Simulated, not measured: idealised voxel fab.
Herein follows the process module entitled voxel transistor to metal.
For reference, the cross-section in this document is cut, with width 290 nm and square cells of 5 nm.
Think of the cross-section as a grid of square cells. We describe it in bands, top to bottom, and each band covers one or more rows of those cells. Per band: top height and bottom height in nm, followed by the left-to-right materials and their widths in nm; "throughout" marks a single material spanning edge to edge, "air" marks empty space. Below 0: as-received wafer, all one material; heights counted from there. Lowest band: no bottom, goes on down, written "0 -> down". Think of "30..40" as a width that walks from the first number to the second as you go down the band, top row to bottom row, taking equal-sized steps from row to row. Where the words "all unchanged" appear for a step, the cross-section shows no cell changed by that step; every cell remained as before. Empty spaces without an open route to the top, at least 8 cells in extent, make up the entry "Unvented cavities"; each is given as width x height at distance, where the distance is measured from the left edge, and all are in nm. Formally, on a step line, whatever follows the settings is a remark that the simulator itself makes on the step. overlay nm, on a step with a mask: how far to the right of its planned place the mask lay; to the left if negative. Pairs, read this way: before one process step on the one hand, after it on the other, the after cross-section ending at the lowest band that changed; the step between, settings included, beneath. Same starting wafer throughout, but possibly different runs of this module, so no pair continues from the pair above unless its entry headed "Before processing" says so.

Before processing:
    80 -> 50  SiO2 throughout
    50 -> 25  lowk=20; W=20; lowk=65; W=20; lowk=40; W=20; lowk=65; W=20; lowk=20
    25 -> 20  lowk=20; TiN=20; lowk=65; TiN=20; lowk=40; TiN=20; lowk=65; TiN=20; lowk=20
    20 -> 10  SiO2=20; TiN=5; Ru=10; TiN=5; SiO2=65; TiN=5; Ru=10; TiN=5; SiO2=40; TiN=5; Ru=10; TiN=5; SiO2=65; TiN=5; Ru=10; TiN=5; SiO2=20
    10 -> 5  SiO2=20; TiN=5; Ru=10; TiN=5; SiO2=5; SiN=5; HfO2=5; TiN=5; W=25; TiN=5; HfO2=5; SiN=5; SiO2=5; TiN=5; Ru=10; TiN=5; SiO2=40; TiN=5; Ru=10; TiN=5; SiO2=5; SiN=5; HfO2=5; TiN=5; W=25; TiN=5; HfO2=5; SiN=5; SiO2=5; TiN=5; Ru=10; TiN=5; SiO2=20
    5 -> 0  SiO2=20; TiN=20; SiO2=5; SiN=5; HfO2=5; TiN=5; W=25; TiN=5; HfO2=5; SiN=5; SiO2=5; TiN=20; SiO2=40; TiN=20; SiO2=5; SiN=5; HfO2=5; TiN=5; W=25; TiN=5; HfO2=5; SiN=5; SiO2=5; TiN=20; SiO2=20
    0 -> -5  SiO2=15; SiN=5; SiGe=10; TiN=5; SiGe=10; SiN=5; HfO2=5; TiN=35; HfO2=5; SiN=5; SiGe=10; TiN=5; SiGe=10; SiN=5; SiO2=30; SiN=5; SiGe=10; TiN=5; SiGe=10; SiN=5; HfO2=5; TiN=35; HfO2=5; SiN=5; SiGe=10; TiN=5; SiGe=10; SiN=5; SiO2=15
    -5 -> -10  SiO2=20; SiGe=10; TiN=5; SiGe=10; SiO2=5; HfO2=45; SiO2=5; SiGe=10; TiN=5; SiGe=10; SiO2=40; SiGe=10; TiN=5; SiGe=10; SiO2=5; HfO2=45; SiO2=5; SiGe=10; TiN=5; SiGe=10; SiO2=20
    -10 -> -20  SiO2=15; Si=5; SiGe=25; Si=55; SiGe=25; Si=5; SiO2=30; Si=5; SiGe=25; Si=55; SiGe=25; Si=5; SiO2=15
    -20 -> -40  SiO2=15; Si=115; SiO2=30; Si=115; SiO2=15
    -40 -> down  Si throughout
    Unvented cavities: none

Resulting Cross-Section:
    85 -> 80  SiCN throughout
    Below a height of 80, the structure has not been altered.
    Unvented cavities: none
The structure shown above changes from one cross-section to the other through CONFORMAL_DEP,material SiCN,thk nm 5

Before processing: The cross-section prior to this step is the one presented after the step of the pair immediately above.

Resulting Cross-Section:
    85 -> 80  SiCN=20; air=15; SiCN=130; air=15; SiCN=110
    Below a height of 80, the structure has not been altered.
    Unvented cavities: none
The structure shown above changes from one cross-section to the other through MASKED_ETCH,tone open,mask id METAL_2_HOLES,width nm 15,pitch nm 145,etch materials SiCN,depth nm 5,overlay nm 0

Before processing: The cross-section prior to this step is the one presented after the step of the pair immediately above.

Resulting Cross-Section:
    90 -> 85  TiN=25; air=5; TiN=140; air=5; TiN=115
    85 -> 80  SiCN=20; TiN=15; SiCN=130; TiN=15; SiCN=110
    Below a height of 80, the structure has not been altered.
    Unvented cavities: none
The structure shown above changes from one cross-section to the other through CONFORMAL_DEP,material TiN,thk nm 5

Before processing: The cross-section prior to this step is the one presented after the step of the pair immediately above.

Resulting Cross-Section:
    100 -> 90  Cu throughout
    90 -> 85  TiN=25; Cu=5; TiN=140; Cu=5; TiN=115
    Below a height of 85, the structure has not been altered.
    Unvented cavities: none
The structure shown above changes from one cross-section to the other through FILL_DEP,material Cu,thk nm 10

Before processing: The cross-section prior to this step is the one presented after the step of the pair immediately above.

Resulting Cross-Section:
    85 -> 80  SiCN=20; TiN=15; SiCN=130; TiN=15; SiCN=110
    Below a height of 80, the structure has not been altered.
    Unvented cavities: none
The structure shown above changes from one cross-section to the other through CMP,height nm 85

Before processing: The cross-section prior to this step is the one presented after the step of the pair immediately above.

Resulting Cross-Section:
    90 -> 85  SiN throughout
    Below a height of 85, the structure has not been altered.
    Unvented cavities: none
The structure shown above changes from one cross-section to the other through CONFORMAL_DEP,material SiN,thk nm 5

Before processing:
    60 -> 50  lowk throughout
    50 -> 25  lowk=20; W=20; lowk=65; W=20; lowk=40; W=20; lowk=65; W=20; lowk=20
    25 -> 20  lowk=20; TiN=20; lowk=65; TiN=20; lowk=40; TiN=20; lowk=65; TiN=20; lowk=20
    20 -> 10  SiO2=20; TiN=5; Ru=10; TiN=5; SiO2=65; TiN=5; Ru=10; TiN=5; SiO2=40; TiN=5; Ru=10; TiN=5; SiO2=65; TiN=5; Ru=10; TiN=5; SiO2=20
    10 -> 5  SiO2=20; TiN=5; Ru=10; TiN=5; SiO2=5; SiN=5; HfO2=5; TiN=5; W=25; TiN=5; HfO2=5; SiN=5; SiO2=5; TiN=5; Ru=10; TiN=5; SiO2=40; TiN=5; Ru=10; TiN=5; SiO2=5; SiN=5; HfO2=5; TiN=5; W=25; TiN=5; HfO2=5; SiN=5; SiO2=5; TiN=5; Ru=10; TiN=5; SiO2=20
    5 -> 0  SiO2=20; TiN=20; SiO2=5; SiN=5; HfO2=5; TiN=5; W=25; TiN=5; HfO2=5; SiN=5; SiO2=5; TiN=20; SiO2=40; TiN=20; SiO2=5; SiN=5; HfO2=5; TiN=5; W=25; TiN=5; HfO2=5; SiN=5; SiO2=5; TiN=20; SiO2=20
    0 -> -5  SiO2=15; SiN=5; SiGe=10; TiN=5; SiGe=10; SiN=5; HfO2=5; TiN=35; HfO2=5; SiN=5; SiGe=10; TiN=5; SiGe=10; SiN=5; SiO2=30; SiN=5; SiGe=10; TiN=5; SiGe=10; SiN=5; HfO2=5; TiN=35; HfO2=5; SiN=5; SiGe=10; TiN=5; SiGe=10; SiN=5; SiO2=15
    -5 -> -10  SiO2=20; SiGe=10; TiN=5; SiGe=10; SiO2=5; HfO2=45; SiO2=5; SiGe=10; TiN=5; SiGe=10; SiO2=40; SiGe=10; TiN=5; SiGe=10; SiO2=5; HfO2=45; SiO2=5; SiGe=10; TiN=5; SiGe=10; SiO2=20
    -10 -> -20  SiO2=15; Si=5; SiGe=25; Si=55; SiGe=25; Si=5; SiO2=30; Si=5; SiGe=25; Si=55; SiGe=25; Si=5; SiO2=15
    -20 -> -40  SiO2=15; Si=115; SiO2=30; Si=115; SiO2=15
    -40 -> down  Si throughout
    Unvented cavities: none

Resulting Cross-Section:
    40 -> 25  lowk=20; W=20; lowk=65; W=20; lowk=40; W=20; lowk=65; W=20; lowk=20
    Below a height of 25, the structure has not been altered.
    Unvented cavities: none
The structure shown above changes from one cross-section to the other through CMP,height nm 40

Before processing: The cross-section prior to this step is the one presented after the step of the pair immediately above.

Resulting Cross-Section:
    45 -> 40  SiCN throughout
    Below a height of 40, the structure has not been altered.
    Unvented cavities: none
The structure shown above changes from one cross-section to the other through CONFORMAL_DEP,material SiCN,thk nm 5

Before processing: The cross-section prior to this step is the one presented after the step of the pair immediately above.

Resulting Cross-Section:
    75 -> 45  SiO2 throughout
    Below a height of 45, the structure has not been altered.
    Unvented cavities: none
The structure shown above changes from one cross-section to the other through DIRECTIONAL_DEP,material SiO2,thk nm 30

Before processing: The cross-section prior to this step is the one presented after the step of the pair immediately above.

Resulting Cross-Section:
    75 -> 60  SiO2=20; air=20; SiO2=125; air=20; SiO2=105
    Below a height of 60, the structure has not been altered.
    Unvented cavities: none
The structure shown above changes from one cross-section to the other through MASKED_ETCH,tone open,mask id METAL_2,width nm 20,pitch nm 145,etch materials SiO2,depth nm 15,overlay nm 0

Before processing: The cross-section prior to this step is the one presented after the step of the pair immediately above.

Resulting Cross-Section:
    75 -> 60  SiO2=20; air=20; SiO2=125; air=20; SiO2=105
    60 -> 45  SiO2=20; air=15; SiO2=130; air=15; SiO2=110
    Below a height of 45, the structure has not been altered.
    Unvented cavities: none
The structure shown above changes from one cross-section to the other through MASKED_ETCH,tone open,mask id METAL_2_HOLES,width nm 15,pitch nm 145,etch materials SiO2,depth nm 15,overlay nm 0

Before processing: The cross-section prior to this step is the one presented after the step of the pair immediately above.

Resulting Cross-Section:
    75 -> 60  SiO2=20; air=20; SiO2=125; air=20; SiO2=105
    60 -> 45  SiO2=20; air=15; SiO2=130; air=15; SiO2=110
    45 -> 40  SiCN=20; air=15; SiCN=130; air=15; SiCN=110
    Below a height of 40, the structure has not been altered.
    Unvented cavities: none
The structure shown above changes from one cross-section to the other through MASKED_ETCH,tone open,mask id METAL_2_HOLES,width nm 15,pitch nm 145,etch materials SiCN,depth nm 5,overlay nm 0

Before processing: The cross-section prior to this step is the one presented after the step of the pair immediately above.

Resulting Cross-Section:
    80 -> 75  TiN=25; air=10; TiN=135; air=10; TiN=110
    75 -> 65  SiO2=20; TiN=5; air=10; TiN=5; SiO2=125; TiN=5; air=10; TiN=5; SiO2=105
    65 -> 60  SiO2=20; TiN=5; air=5; TiN=10; SiO2=125; TiN=5; air=5; TiN=10; SiO2=105
    60 -> 45  SiO2=20; TiN=5; air=5; TiN=5; SiO2=130; TiN=5; air=5; TiN=5; SiO2=110
    45 -> 40  SiCN=20; TiN=15; SiCN=130; TiN=15; SiCN=110
    Below a height of 40, the structure has not been altered.
    Unvented cavities: none
The structure shown above changes from one cross-section to the other through CONFORMAL_DEP,material TiN,thk nm 5

Before processing: The cross-section prior to this step is the one presented after the step of the pair immediately above.

Resulting Cross-Section:
    90 -> 80  Cu throughout
    80 -> 75  TiN=25; Cu=10; TiN=135; Cu=10; TiN=110
    75 -> 65  SiO2=20; TiN=5; Cu=10; TiN=5; SiO2=125; TiN=5; Cu=10; TiN=5; SiO2=105
    65 -> 60  SiO2=20; TiN=5; Cu=5; TiN=10; SiO2=125; TiN=5; Cu=5; TiN=10; SiO2=105
    60 -> 45  SiO2=20; TiN=5; Cu=5; TiN=5; SiO2=130; TiN=5; Cu=5; TiN=5; SiO2=110
    Below a height of 45, the structure has not been altered.
    Unvented cavities: none
The structure shown above changes from one cross-section to the other through FILL_DEP,material Cu,thk nm 10

Before processing: The cross-section prior to this step is the one presented after the step of the pair immediately above.

Resulting Cross-Section:
    85 -> 80  Cu throughout
    Below a height of 80, the structure has not been altered.
    Unvented cavities: none
The structure shown above changes from one cross-section to the other through CMP,height nm 85

Before processing: The cross-section prior to this step is the one presented after the step of the pair immediately above.

Resulting Cross-Section:
    90 -> 85  SiN throughout
    Below a height of 85, the structure has not been altered.
    Unvented cavities: none
The structure shown above changes from one cross-section to the other through CONFORMAL_DEP,material SiN,thk nm 5

Before processing:
    50 -> 25  W throughout
    25 -> 20  TiN throughout
    20 -> 10  SiO2=20; TiN=5; Ru=10; TiN=5; SiO2=65; TiN=5; Ru=10; TiN=5; SiO2=40; TiN=5; Ru=10; TiN=5; SiO2=65; TiN=5; Ru=10; TiN=5; SiO2=20
    10 -> 5  SiO2=20; TiN=5; Ru=10; TiN=5; SiO2=5; SiN=5; HfO2=5; TiN=5; W=25; TiN=5; HfO2=5; SiN=5; SiO2=5; TiN=5; Ru=10; TiN=5; SiO2=40; TiN=5; Ru=10; TiN=5; SiO2=5; SiN=5; HfO2=5; TiN=5; W=25; TiN=5; HfO2=5; SiN=5; SiO2=5; TiN=5; Ru=10; TiN=5; SiO2=20
    5 -> 0  SiO2=20; TiN=20; SiO2=5; SiN=5; HfO2=5; TiN=5; W=25; TiN=5; HfO2=5; SiN=5; SiO2=5; TiN=20; SiO2=40; TiN=20; SiO2=5; SiN=5; HfO2=5; TiN=5; W=25; TiN=5; HfO2=5; SiN=5; SiO2=5; TiN=20; SiO2=20
    0 -> -5  SiO2=15; SiN=5; SiGe=10; TiN=5; SiGe=10; SiN=5; HfO2=5; TiN=35; HfO2=5; SiN=5; SiGe=10; TiN=5; SiGe=10; SiN=5; SiO2=30; SiN=5; SiGe=10; TiN=5; SiGe=10; SiN=5; HfO2=5; TiN=35; HfO2=5; SiN=5; SiGe=10; TiN=5; SiGe=10; SiN=5; SiO2=15
    -5 -> -10  SiO2=20; SiGe=10; TiN=5; SiGe=10; SiO2=5; HfO2=45; SiO2=5; SiGe=10; TiN=5; SiGe=10; SiO2=40; SiGe=10; TiN=5; SiGe=10; SiO2=5; HfO2=45; SiO2=5; SiGe=10; TiN=5; SiGe=10; SiO2=20
    -10 -> -20  SiO2=15; Si=5; SiGe=25; Si=55; SiGe=25; Si=5; SiO2=30; Si=5; SiGe=25; Si=55; SiGe=25; Si=5; SiO2=15
    -20 -> -40  SiO2=15; Si=115; SiO2=30; Si=115; SiO2=15
    -40 -> down  Si throughout
    Unvented cavities: none

Resulting Cross-Section:
    65 -> 50  air=15; resist=30; air=55; resist=30; air=30; resist=30; air=55; resist=30; air=15
    Below a height of 50, the structure has not been altered.
    Unvented cavities: none
The structure shown above changes from one cross-section to the other through PATTERN,tone cover,mask id METAL_1,material resist,width nm 30,thk nm 15,overlay nm 0

Before processing: The cross-section prior to this step is the one presented after the step of the pair immediately above.

Resulting Cross-Section:
    65 -> 50  air=15; resist=30; air=55; resist=30; air=30; resist=30; air=55; resist=30; air=15
    50 -> 25  air=15; W=30; air=55; W=30; air=30; W=30; air=55; W=30; air=15
    Below a height of 25, the structure has not been altered.
    Unvented cavities: none
The structure shown above changes from one cross-section to the other through DIRECTIONAL_ETCH,etch materials W,depth nm 25

Before processing: The cross-section prior to this step is the one presented after the step of the pair immediately above.

Resulting Cross-Section:
    65 -> 50  air=15; resist=30; air=55; resist=30; air=30; resist=30; air=55; resist=30; air=15
    50 -> 25  air=15; W=30; air=55; W=30; air=30; W=30; air=55; W=30; air=15
    25 -> 20  air=15; TiN=30; air=55; TiN=30; air=30; TiN=30; air=55; TiN=30; air=15
    Below a height of 20, the structure has not been altered.
    Unvented cavities: none
The structure shown above changes from one cross-section to the other through DIRECTIONAL_ETCH,etch materials TiN,depth nm 5

Before processing: The cross-section prior to this step is the one presented after the step of the pair immediately above.

Resulting Cross-Section:
    50 -> 25  air=15; W=30; air=55; W=30; air=30; W=30; air=55; W=30; air=15
    Below a height of 25, the structure has not been altered.
    Unvented cavities: none
The structure shown above changes from one cross-section to the other through STRIP,etch materials resist

Before processing: The cross-section prior to this step is the one presented after the step of the pair immediately above.

Resulting Cross-Section:
    60 -> 50  lowk throughout
    50 -> 25  lowk=15; W=30; lowk=55; W=30; lowk=30; W=30; lowk=55; W=30; lowk=15
    25 -> 20  lowk=15; TiN=30; lowk=55; TiN=30; lowk=30; TiN=30; lowk=55; TiN=30; lowk=15
    Below a height of 20, the structure has not been altered.
    Unvented cavities: none
The structure shown above changes from one cross-section to the other through FILL_DEP,material lowk,thk nm 10

Before processing: The cross-section prior to this step is the one presented after the step of the pair immediately above.

Resulting Cross-Section:
    50 -> 25  lowk=15; W=30; lowk=55; W=30; lowk=30; W=30; lowk=55; W=30; lowk=15
    Below a height of 25, the structure has not been altered.
    Unvented cavities: none
The structure shown above changes from one cross-section to the other through CMP,height nm 50

Before processing: The cross-section prior to this step is the one presented after the step of the pair immediately above.

Resulting Cross-Section:
    55 -> 50  SiCN throughout
    Below a height of 50, the structure has not been altered.
    Unvented cavities: none
The structure shown above changes from one cross-section to the other through CONFORMAL_DEP,material SiCN,thk nm 5

Before processing: The cross-section prior to this step is the one presented after the step of the pair immediately above.

Resulting Cross-Section:
    85 -> 55  SiO2 throughout
    Below a height of 55, the structure has not been altered.
    Unvented cavities: none
The structure shown above changes from one cross-section to the other through DIRECTIONAL_DEP,material SiO2,thk nm 30

Before processing: The cross-section prior to this step is the one presented after the step of the pair immediately above.

Resulting Cross-Section:
    85 -> 70  SiO2=20; air=20; SiO2=125; air=20; SiO2=105
    Below a height of 70, the structure has not been altered.
    Unvented cavities: none
The structure shown above changes from one cross-section to the other through MASKED_ETCH,tone open,mask id METAL_2,width nm 20,pitch nm 145,etch materials SiO2,depth nm 15,overlay nm 0

Before processing: The cross-section prior to this step is the one presented after the step of the pair immediately above.

Resulting Cross-Section:
    85 -> 70  SiO2=20; air=20; SiO2=125; air=20; SiO2=105
    70 -> 55  SiO2=20; air=15; SiO2=130; air=15; SiO2=110
    Below a height of 55, the structure has not been altered.
    Unvented cavities: none
The structure shown above changes from one cross-section to the other through MASKED_ETCH,tone open,mask id METAL_2_HOLES,width nm 15,pitch nm 145,etch materials SiO2,depth nm 15,overlay nm 0

Before processing: The cross-section prior to this step is the one presented after the step of the pair immediately above.

Resulting Cross-Section:
    85 -> 70  SiO2=20; air=20; SiO2=125; air=20; SiO2=105
    70 -> 55  SiO2=20; air=15; SiO2=130; air=15; SiO2=110
    55 -> 50  SiCN=20; air=15; SiCN=130; air=15; SiCN=110
    Below a height of 50, the structure has not been altered.
    Unvented cavities: none
The structure shown above changes from one cross-section to the other through MASKED_ETCH,tone open,mask id METAL_2_HOLES,width nm 15,pitch nm 145,etch materials SiCN,depth nm 5,overlay nm 0

Before processing: The cross-section prior to this step is the one presented after the step of the pair immediately above.

Resulting Cross-Section:
    90 -> 85  TiN=25; air=10; TiN=135; air=10; TiN=110
    85 -> 75  SiO2=20; TiN=5; air=10; TiN=5; SiO2=125; TiN=5; air=10; TiN=5; SiO2=105
    75 -> 70  SiO2=20; TiN=5; air=5; TiN=10; SiO2=125; TiN=5; air=5; TiN=10; SiO2=105
    70 -> 55  SiO2=20; TiN=5; air=5; TiN=5; SiO2=130; TiN=5; air=5; TiN=5; SiO2=110
    55 -> 50  SiCN=20; TiN=15; SiCN=130; TiN=15; SiCN=110
    Below a height of 50, the structure has not been altered.
    Unvented cavities: none
The structure shown above changes from one cross-section to the other through CONFORMAL_DEP,material TiN,thk nm 5

Before processing: The cross-section prior to this step is the one presented after the step of the pair immediately above.

Resulting Cross-Section:
    100 -> 90  Cu throughout
    90 -> 85  TiN=25; Cu=10; TiN=135; Cu=10; TiN=110
    85 -> 75  SiO2=20; TiN=5; Cu=10; TiN=5; SiO2=125; TiN=5; Cu=10; TiN=5; SiO2=105
    75 -> 70  SiO2=20; TiN=5; Cu=5; TiN=10; SiO2=125; TiN=5; Cu=5; TiN=10; SiO2=105
    70 -> 55  SiO2=20; TiN=5; Cu=5; TiN=5; SiO2=130; TiN=5; Cu=5; TiN=5; SiO2=110
    Below a height of 55, the structure has not been altered.
    Unvented cavities: none
The structure shown above changes from one cross-section to the other through FILL_DEP,material Cu,thk nm 10

Before processing: The cross-section prior to this step is the one presented after the step of the pair immediately above.

Resulting Cross-Section:
    85 -> 75  SiO2=20; TiN=5; Cu=10; TiN=5; SiO2=125; TiN=5; Cu=10; TiN=5; SiO2=105
    Below a height of 75, the structure has not been altered.
    Unvented cavities: none
The structure shown above changes from one cross-section to the other through CMP,height nm 85

Before processing: The cross-section prior to this step is the one presented after the step of the pair immediately above.

Resulting Cross-Section:
    90 -> 85  SiN throughout
    Below a height of 85, the structure has not been altered.
    Unvented cavities: none
The structure shown above changes from one cross-section to the other through CONFORMAL_DEP,material SiN,thk nm 5

Before processing:
    85 -> 70  SiO2=20; air=20; SiO2=125; air=20; SiO2=105
    70 -> 55  SiO2=20; air=15; SiO2=130; air=15; SiO2=110
    55 -> 50  SiCN throughout
    50 -> 25  lowk=20; W=20; lowk=65; W=20; lowk=40; W=20; lowk=65; W=20; lowk=20
    25 -> 20  lowk=20; TiN=20; lowk=65; TiN=20; lowk=40; TiN=20; lowk=65; TiN=20; lowk=20
    20 -> 10  SiO2=20; TiN=5; Ru=10; TiN=5; SiO2=65; TiN=5; Ru=10; TiN=5; SiO2=40; TiN=5; Ru=10; TiN=5; SiO2=65; TiN=5; Ru=10; TiN=5; SiO2=20
    10 -> 5  SiO2=20; TiN=5; Ru=10; TiN=5; SiO2=5; SiN=5; HfO2=5; TiN=5; W=25; TiN=5; HfO2=5; SiN=5; SiO2=5; TiN=5; Ru=10; TiN=5; SiO2=40; TiN=5; Ru=10; TiN=5; SiO2=5; SiN=5; HfO2=5; TiN=5; W=25; TiN=5; HfO2=5; SiN=5; SiO2=5; TiN=5; Ru=10; TiN=5; SiO2=20
    5 -> 0  SiO2=20; TiN=20; SiO2=5; SiN=5; HfO2=5; TiN=5; W=25; TiN=5; HfO2=5; SiN=5; SiO2=5; TiN=20; SiO2=40; TiN=20; SiO2=5; SiN=5; HfO2=5; TiN=5; W=25; TiN=5; HfO2=5; SiN=5; SiO2=5; TiN=20; SiO2=20
    0 -> -5  SiO2=15; SiN=5; SiGe=10; TiN=5; SiGe=10; SiN=5; HfO2=5; TiN=35; HfO2=5; SiN=5; SiGe=10; TiN=5; SiGe=10; SiN=5; SiO2=30; SiN=5; SiGe=10; TiN=5; SiGe=10; SiN=5; HfO2=5; TiN=35; HfO2=5; SiN=5; SiGe=10; TiN=5; SiGe=10; SiN=5; SiO2=15
    -5 -> -10  SiO2=20; SiGe=10; TiN=5; SiGe=10; SiO2=5; HfO2=45; SiO2=5; SiGe=10; TiN=5; SiGe=10; SiO2=40; SiGe=10; TiN=5; SiGe=10; SiO2=5; HfO2=45; SiO2=5; SiGe=10; TiN=5; SiGe=10; SiO2=20
    -10 -> -20  SiO2=15; Si=5; SiGe=25; Si=55; SiGe=25; Si=5; SiO2=30; Si=5; SiGe=25; Si=55; SiGe=25; Si=5; SiO2=15
    -20 -> -40  SiO2=15; Si=115; SiO2=30; Si=115; SiO2=15
    -40 -> down  Si throughout
    Unvented cavities: none

Resulting Cross-Section:
    85 -> 70  SiO2=20; air=20; SiO2=125; air=20; SiO2=105
    70 -> 55  SiO2=20; air=15; SiO2=130; air=15; SiO2=110
    55 -> 50  SiCN=30; air=5; SiCN=140; air=5; SiCN=110
    Below a height of 50, the structure has not been altered.
    Unvented cavities: none
The structure shown above changes from one cross-section to the other through MASKED_ETCH,tone open,mask id METAL_2_HOLES,width nm 15,pitch nm 145,etch materials SiCN,depth nm 5,overlay nm 10

Before processing: The cross-section prior to this step is the one presented after the step of the pair immediately above.

Resulting Cross-Section:
    90 -> 85  TiN=25; air=10; TiN=135; air=10; TiN=110
    85 -> 75  SiO2=20; TiN=5; air=10; TiN=5; SiO2=125; TiN=5; air=10; TiN=5; SiO2=105
    75 -> 70  SiO2=20; TiN=5; air=5; TiN=10; SiO2=125; TiN=5; air=5; TiN=10; SiO2=105
    70 -> 60  SiO2=20; TiN=5; air=5; TiN=5; SiO2=130; TiN=5; air=5; TiN=5; SiO2=110
    60 -> 55  SiO2=20; TiN=15; SiO2=130; TiN=15; SiO2=110
    55 -> 50  SiCN=30; TiN=5; SiCN=140; TiN=5; SiCN=110
    Below a height of 50, the structure has not been altered.
    Unvented cavities: none
The structure shown above changes from one cross-section to the other through CONFORMAL_DEP,material TiN,thk nm 5

Before processing: The cross-section prior to this step is the one presented after the step of the pair immediately above.

Resulting Cross-Section:
    100 -> 90  Cu throughout
    90 -> 85  TiN=25; Cu=10; TiN=135; Cu=10; TiN=110
    85 -> 75  SiO2=20; TiN=5; Cu=10; TiN=5; SiO2=125; TiN=5; Cu=10; TiN=5; SiO2=105
    75 -> 70  SiO2=20; TiN=5; Cu=5; TiN=10; SiO2=125; TiN=5; Cu=5; TiN=10; SiO2=105
    70 -> 60  SiO2=20; TiN=5; Cu=5; TiN=5; SiO2=130; TiN=5; Cu=5; TiN=5; SiO2=110
    Below a height of 60, the structure has not been altered.
    Unvented cavities: none
The structure shown above changes from one cross-section to the other through FILL_DEP,material Cu,thk nm 10

Before processing: The cross-section prior to this step is the one presented after the step of the pair immediately above.

Resulting Cross-Section:
    85 -> 75  SiO2=20; TiN=5; Cu=10; TiN=5; SiO2=125; TiN=5; Cu=10; TiN=5; SiO2=105
    Below a height of 75, the structure has not been altered.
    Unvented cavities: none
The structure shown above changes from one cross-section to the other through CMP,height nm 85

Before processing: The cross-section prior to this step is the one presented after the step of the pair immediately above.

Resulting Cross-Section:
    90 -> 85  SiN throughout
    Below a height of 85, the structure has not been altered.
    Unvented cavities: none
The structure shown above changes from one cross-section to the other through CONFORMAL_DEP,material SiN,thk nm 5

Before processing:
    25 -> 15  air=45; SiN=5; SiO2=5; SiCN=35; SiO2=5; SiN=5; air=90; SiN=5; SiO2=5; SiCN=35; SiO2=5; SiN=5; air=45
    15 -> 0  air=45; SiN=5; SiO2=5; polySi=35; SiO2=5; SiN=5; air=90; SiN=5; SiO2=5; polySi=35; SiO2=5; SiN=5; air=45
    0 -> -5  SiO2=15; SiN=5; air=25; SiN=5; SiO2=5; polySi=35; SiO2=5; SiN=5; air=25; SiN=5; SiO2=30; SiN=5; air=25; SiN=5; SiO2=5; polySi=35; SiO2=5; SiN=5; air=25; SiN=5; SiO2=15
    -5 -> -10  SiO2 throughout
    -10 -> -40  SiO2=15; Si=115; SiO2=30; Si=115; SiO2=15
    -40 -> down  Si throughout
    Unvented cavities: none

Resulting Cross-Section:
    25 -> 20  air=50; SiO2=5; SiCN=35; SiO2=5; air=100; SiO2=5; SiCN=35; SiO2=5; air=50
    20 -> 15  air=45; SiN=5; SiO2=5; SiCN=35; SiO2=5; SiN=5; air=90; SiN=5; SiO2=5; SiCN=35; SiO2=5; SiN=5; air=45
    15 -> 0  air=45; SiN=5; SiO2=5; polySi=35; SiO2=5; SiN=5; air=90; SiN=5; SiO2=5; polySi=35; SiO2=5; SiN=5; air=45
    0 -> -5  SiO2=15; air=30; SiN=5; SiO2=5; polySi=35; SiO2=5; SiN=5; air=30; SiO2=30; air=30; SiN=5; SiO2=5; polySi=35; SiO2=5; SiN=5; air=30; SiO2=15
    Below a height of -5, the structure has not been altered.
    Unvented cavities: none
The structure shown above changes from one cross-section to the other through DIRECTIONAL_ETCH,etch materials SiN,depth nm 5

Before processing: The cross-section prior to this step is the one presented after the step of the pair immediately above.

Resulting Cross-Section:
    35 -> 25  SiO2 throughout
    25 -> 20  SiO2=55; SiCN=35; SiO2=110; SiCN=35; SiO2=55
    20 -> 15  SiO2=45; SiN=5; SiO2=5; SiCN=35; SiO2=5; SiN=5; SiO2=90; SiN=5; SiO2=5; SiCN=35; SiO2=5; SiN=5; SiO2=45
    15 -> -5  SiO2=45; SiN=5; SiO2=5; polySi=35; SiO2=5; SiN=5; SiO2=90; SiN=5; SiO2=5; polySi=35; SiO2=5; SiN=5; SiO2=45
    Below a height of -5, the structure has not been altered.
    Unvented cavities: none
The structure shown above changes from one cross-section to the other through FILL_DEP,material SiO2,thk nm 10

Before processing: The cross-section prior to this step is the one presented after the step of the pair immediately above.

Resulting Cross-Section:
    15 -> -5  SiO2=45; SiN=5; SiO2=5; polySi=35; SiO2=5; SiN=5; SiO2=90; SiN=5; SiO2=5; polySi=35; SiO2=5; SiN=5; SiO2=45
    Below a height of -5, the structure has not been altered.
    Unvented cavities: none
The structure shown above changes from one cross-section to the other through CMP,height nm 15

Before processing: The cross-section prior to this step is the one presented after the step of the pair immediately above.

Resulting Cross-Section:
    15 -> -5  SiO2=45; SiN=5; SiO2=5; air=35; SiO2=5; SiN=5; SiO2=90; SiN=5; SiO2=5; air=35; SiO2=5; SiN=5; SiO2=45
    Below a height of -5, the structure has not been altered.
    Unvented cavities: none
The structure shown above changes from one cross-section to the other through STRIP,etch materials polySi

Before processing: The cross-section prior to this step is the one presented after the step of the pair immediately above.

Resulting Cross-Section:
    15 -> 10  air=45; SiN=5; air=45; SiN=5; air=90; SiN=5; air=45; SiN=5; air=45
    10 -> -5  SiO2=45; SiN=5; air=45; SiN=5; SiO2=90; SiN=5; air=45; SiN=5; SiO2=45
    -5 -> -10  SiO2=50; air=45; SiO2=100; air=45; SiO2=50
    Below a height of -10, the structure has not been altered.
    Unvented cavities: none
The structure shown above changes from one cross-section to the other through SELECTIVE_ETCH,etch materials SiO2,depth nm 5

Before processing: The cross-section prior to this step is the one presented after the step of the pair immediately above.

Resulting Cross-Section:
    20 -> 15  air=40; HfO2=15; air=35; HfO2=15; air=80; HfO2=15; air=35; HfO2=15; air=40
    15 -> 10  HfO2=45; SiN=5; HfO2=5; air=35; HfO2=5; SiN=5; HfO2=90; SiN=5; HfO2=5; air=35; HfO2=5; SiN=5; HfO2=45
    10 -> -5  SiO2=45; SiN=5; HfO2=5; air=35; HfO2=5; SiN=5; SiO2=90; SiN=5; HfO2=5; air=35; HfO2=5; SiN=5; SiO2=45
    -5 -> -10  SiO2=50; HfO2=45; SiO2=100; HfO2=45; SiO2=50
    Below a height of -10, the structure has not been altered.
    Unvented cavities: none
The structure shown above changes from one cross-section to the other through CONFORMAL_DEP,material HfO2,thk nm 5
